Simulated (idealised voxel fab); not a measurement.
The process module that follows is named voxel air gaps.
The cross-section shown here is cut; it is 190 nm wide and divided into square cells measuring 5 nm on a side.
In what follows, cross-sections appear as grids of square cells, described through bands that run from the top down, where every band is one or more rows of cells. This entry defines a band. It first specifies the height of the band's top and the height of its bottom in nm, and then specifies the band's materials from left to right, stating each material with its width in nm. The word "full width" identifies a single material that fills the band from edge to edge, while the word "empty" identifies empty space. Beneath 0, the wafer as received is one material, and that level is where height counting begins. The lowest band goes on downward without a bottom; it is written like "0 -> down". The width entry "30..40" should be interpreted row by row: the top row of cells in the band takes the first number, the bottom row takes the second number, and the change between adjacent rows is uniform throughout. It should be understood that the words "no modification", when stated for a given step, signify that the cross-section underwent no change in any of its cells during that step. Empty spaces without an open route to the top, at least 8 cells in extent, make up the entry "Closed cavities"; each is given as width x height at distance, where the distance is measured from the left edge, and all are in nm. The remark found on a step's line after its settings is issued by the simulator itself and pertains to that step. Steps that use a mask can have "overlay nm" on their line. It says how far the mask sat to the right of where it was meant to be. Negative means to the left.

Listed below are the process steps as planned:
- 1: RECEIVE (material Si)
- 2: CONFORMAL_DEP (material SiO2; thk nm 15)
- 3: CONFORMAL_DEP (material SiCN; thk nm 5)
- 4: DIRECTIONAL_DEP (material lowk; thk nm 35)
- 5: DIRECTIONAL_DEP (material aC; thk nm 15)
- 6: PATTERN (tone open; mask id LINES; material resist; width nm 15; pitch nm 45; thk nm 30; overlay nm 0)
- 7: DIRECTIONAL_ETCH (etch materials aC; depth nm 15)
- 8: STRIP (etch materials resist)
- 9: DIRECTIONAL_ETCH (etch materials lowk; depth nm 35)
- 10: STRIP (etch materials aC)
- 11: CONFORMAL_DEP (material TiN; thk nm 5)
- 12: FILL_DEP (material Cu; thk nm 10)
- 13: CMP (height nm 55)
- 14: EPI (material Ru; thk nm 10)
- 15: SELECTIVE_ETCH (etch materials lowk; depth nm 45)
- 16: CONFORMAL_DEP (material SiCN; thk nm 5)

First wafer, as planned:

Wafer cross-section on receipt, i.e. after step 1:
* 0 -> down  Si full width
* Closed cavities: none

After step 2: wafer cross-section:
* 15 -> 0  SiO2 full width
* All layers under 0 are left as they were.

After step 3: wafer cross-section:
* 20 -> 15  SiCN full width
* All layers under 15 are left as they were.

After step 4: wafer cross-section:
* 55 -> 20  lowk full width
* All layers under 20 are left as they were.

After step 5: wafer cross-section:
* 70 -> 55  aC full width
* All layers under 55 are left as they were.

After step 6: wafer cross-section:
* 100 -> 70  resist: 40 / empty: 15 / resist: 30 / empty: 15 / resist: 30 / empty: 15 / resist: 45
* All layers under 70 are left as they were.

After step 7: wafer cross-section:
* 85 -> 70  resist: 40 / empty: 15 / resist: 30 / empty: 15 / resist: 30 / empty: 15 / resist: 45
* 70 -> 55  aC: 40 / empty: 15 / aC: 30 / empty: 15 / aC: 30 / empty: 15 / aC: 45
* All layers under 55 are left as they were.

After step 8: wafer cross-section:
* 70 -> 55  aC: 40 / empty: 15 / aC: 30 / empty: 15 / aC: 30 / empty: 15 / aC: 45
* All layers under 55 are left as they were.

After step 9: wafer cross-section:
* 70 -> 55  aC: 40 / empty: 15 / aC: 30 / empty: 15 / aC: 30 / empty: 15 / aC: 45
* 55 -> 20  lowk: 40 / empty: 15 / lowk: 30 / empty: 15 / lowk: 30 / empty: 15 / lowk: 45
* All layers under 20 are left as they were.

After step 10: wafer cross-section:
* 55 -> 20  lowk: 40 / empty: 15 / lowk: 30 / empty: 15 / lowk: 30 / empty: 15 / lowk: 45
* All layers under 20 are left as they were.

After step 11: wafer cross-section:
* 60 -> 55  TiN: 45 / empty: 5 / TiN: 40 / empty: 5 / TiN: 40 / empty: 5 / TiN: 50
* 55 -> 25  lowk: 40 / TiN: 5 / empty: 5 / TiN: 5 / lowk: 30 / TiN: 5 / empty: 5 / TiN: 5 / lowk: 30 / TiN: 5 / empty: 5 / TiN: 5 / lowk: 45
* 25 -> 20  lowk: 40 / TiN: 15 / lowk: 30 / TiN: 15 / lowk: 30 / TiN: 15 / lowk: 45
* All layers under 20 are left as they were.

After step 12: wafer cross-section:
* 70 -> 60  Cu full width
* 60 -> 55  TiN: 45 / Cu: 5 / TiN: 40 / Cu: 5 / TiN: 40 / Cu: 5 / TiN: 50
* 55 -> 25  lowk: 40 / TiN: 5 / Cu: 5 / TiN: 5 / lowk: 30 / TiN: 5 / Cu: 5 / TiN: 5 / lowk: 30 / TiN: 5 / Cu: 5 / TiN: 5 / lowk: 45
* All layers under 25 are left as they were.

After step 13: wafer cross-section:
* 55 -> 25  lowk: 40 / TiN: 5 / Cu: 5 / TiN: 5 / lowk: 30 / TiN: 5 / Cu: 5 / TiN: 5 / lowk: 30 / TiN: 5 / Cu: 5 / TiN: 5 / lowk: 45
* All layers under 25 are left as they were.

After step 14: wafer cross-section:
* 65 -> 55  empty: 30 / Ru: 35 / empty: 10 / Ru: 35 / empty: 10 / Ru: 35 / empty: 35
* All layers under 55 are left as they were.

After step 15: wafer cross-section:
* 65 -> 55  empty: 30 / Ru: 35 / empty: 10 / Ru: 35 / empty: 10 / Ru: 35 / empty: 35
* 55 -> 25  empty: 40 / TiN: 5 / Cu: 5 / TiN: 5 / empty: 30 / TiN: 5 / Cu: 5 / TiN: 5 / empty: 30 / TiN: 5 / Cu: 5 / TiN: 5 / empty: 45
* 25 -> 20  empty: 40 / TiN: 15 / empty: 30 / TiN: 15 / empty: 30 / TiN: 15 / empty: 45
* All layers under 20 are left as they were.

After step 16: wafer cross-section:
* 70 -> 65  empty: 25 / SiCN: 135 / empty: 30
* 65 -> 55  empty: 25 / SiCN: 5 / Ru: 35 / SiCN: 10 / Ru: 35 / SiCN: 10 / Ru: 35 / SiCN: 5 / empty: 30
* 55 -> 50  empty: 25 / SiCN: 15 / TiN: 5 / Cu: 5 / TiN: 5 / SiCN: 30 / TiN: 5 / Cu: 5 / TiN: 5 / SiCN: 30 / TiN: 5 / Cu: 5 / TiN: 5 / SiCN: 15 / empty: 30
* 50 -> 25  empty: 35 / SiCN: 5 / TiN: 5 / Cu: 5 / TiN: 5 / SiCN: 5 / empty: 20 / SiCN: 5 / TiN: 5 / Cu: 5 / TiN: 5 / SiCN: 5 / empty: 20 / SiCN: 5 / TiN: 5 / Cu: 5 / TiN: 5 / SiCN: 5 / empty: 40
* 25 -> 20  SiCN: 40 / TiN: 15 / SiCN: 30 / TiN: 15 / SiCN: 30 / TiN: 15 / SiCN: 45
* All layers under 20 are left as they were.
* Closed cavities: 20 x 25 at 60; 20 x 25 at 105

Companion wafer, the second of two: same beginning, same intended sequence, one mistake in carrying it out; through step 5 inclusive it tracks the first exactly:

Cross-section of the second wafer corresponding to the planned conclusion of step 6:
* 100 -> 70  resist: 35 / empty: 25 / resist: 20 / empty: 25 / resist: 20 / empty: 25 / resist: 40
* All layers under 70 are left as they were.

Cross-section of the second wafer corresponding to the planned conclusion of step 7:
* 85 -> 70  resist: 35 / empty: 25 / resist: 20 / empty: 25 / resist: 20 / empty: 25 / resist: 40
* 70 -> 55  aC: 35 / empty: 25 / aC: 20 / empty: 25 / aC: 20 / empty: 25 / aC: 40
* All layers under 55 are left as they were.

Cross-section of the second wafer corresponding to the planned conclusion of step 8:
* 70 -> 55  aC: 35 / empty: 25 / aC: 20 / empty: 25 / aC: 20 / empty: 25 / aC: 40
* All layers under 55 are left as they were.

Cross-section of the second wafer corresponding to the planned conclusion of step 9:
* 70 -> 55  aC: 35 / empty: 25 / aC: 20 / empty: 25 / aC: 20 / empty: 25 / aC: 40
* 55 -> 20  lowk: 35 / empty: 25 / lowk: 20 / empty: 25 / lowk: 20 / empty: 25 / lowk: 40
* All layers under 20 are left as they were.

Cross-section of the second wafer corresponding to the planned conclusion of step 10:
* 55 -> 20  lowk: 35 / empty: 25 / lowk: 20 / empty: 25 / lowk: 20 / empty: 25 / lowk: 40
* All layers under 20 are left as they were.

Cross-section of the second wafer corresponding to the planned conclusion of step 11:
* 60 -> 55  TiN: 40 / empty: 15 / TiN: 30 / empty: 15 / TiN: 30 / empty: 15 / TiN: 45
* 55 -> 25  lowk: 35 / TiN: 5 / empty: 15 / TiN: 5 / lowk: 20 / TiN: 5 / empty: 15 / TiN: 5 / lowk: 20 / TiN: 5 / empty: 15 / TiN: 5 / lowk: 40
* 25 -> 20  lowk: 35 / TiN: 25 / lowk: 20 / TiN: 25 / lowk: 20 / TiN: 25 / lowk: 40
* All layers under 20 are left as they were.

Cross-section of the second wafer corresponding to the planned conclusion of step 12:
* 70 -> 60  Cu full width
* 60 -> 55  TiN: 40 / Cu: 15 / TiN: 30 / Cu: 15 / TiN: 30 / Cu: 15 / TiN: 45
* 55 -> 25  lowk: 35 / TiN: 5 / Cu: 15 / TiN: 5 / lowk: 20 / TiN: 5 / Cu: 15 / TiN: 5 / lowk: 20 / TiN: 5 / Cu: 15 / TiN: 5 / lowk: 40
* All layers under 25 are left as they were.

Cross-section of the second wafer corresponding to the planned conclusion of step 13:
* 55 -> 25  lowk: 35 / TiN: 5 / Cu: 15 / TiN: 5 / lowk: 20 / TiN: 5 / Cu: 15 / TiN: 5 / lowk: 20 / TiN: 5 / Cu: 15 / TiN: 5 / lowk: 40
* All layers under 25 are left as they were.

Cross-section of the second wafer corresponding to the planned conclusion of step 14:
* 65 -> 55  empty: 25 / Ru: 135 / empty: 30
* All layers under 55 are left as they were.

Cross-section of the second wafer corresponding to the planned conclusion of step 15:
* 65 -> 55  empty: 25 / Ru: 135 / empty: 30
* 55 -> 25  empty: 35 / TiN: 5 / Cu: 15 / TiN: 5 / lowk: 20 / TiN: 5 / Cu: 15 / TiN: 5 / lowk: 20 / TiN: 5 / Cu: 15 / TiN: 5 / empty: 40
* 25 -> 20  empty: 35 / TiN: 25 / lowk: 20 / TiN: 25 / lowk: 20 / TiN: 25 / empty: 40
* All layers under 20 are left as they were.

Cross-section of the second wafer corresponding to the planned conclusion of step 16:
* 70 -> 65  empty: 20 / SiCN: 145 / empty: 25
* 65 -> 55  empty: 20 / SiCN: 5 / Ru: 135 / SiCN: 5 / empty: 25
* 55 -> 50  empty: 20 / SiCN: 15 / TiN: 5 / Cu: 15 / TiN: 5 / lowk: 20 / TiN: 5 / Cu: 15 / TiN: 5 / lowk: 20 / TiN: 5 / Cu: 15 / TiN: 5 / SiCN: 15 / empty: 25
* 50 -> 25  empty: 30 / SiCN: 5 / TiN: 5 / Cu: 15 / TiN: 5 / lowk: 20 / TiN: 5 / Cu: 15 / TiN: 5 / lowk: 20 / TiN: 5 / Cu: 15 / TiN: 5 / SiCN: 5 / empty: 35
* 25 -> 20  SiCN: 35 / TiN: 25 / lowk: 20 / TiN: 25 / lowk: 20 / TiN: 25 / SiCN: 40
* All layers under 20 are left as they were.
Finding, execution versus plan: it should be noted that step 6 was executed with settings other than those planned, the operation and settings actually applied being PATTERN (tone open; mask id LINES; material resist; width nm 25; pitch nm 45; thk nm 30; overlay nm 0)
Bottom line after processing is that, in cells, the second wafer is up or down on some materials versus the first: Cu +36; Ru +12; SiCN -52; TiN +6; lowk +56
End state: 2 closed voids on the first wafer, 0 on the second.
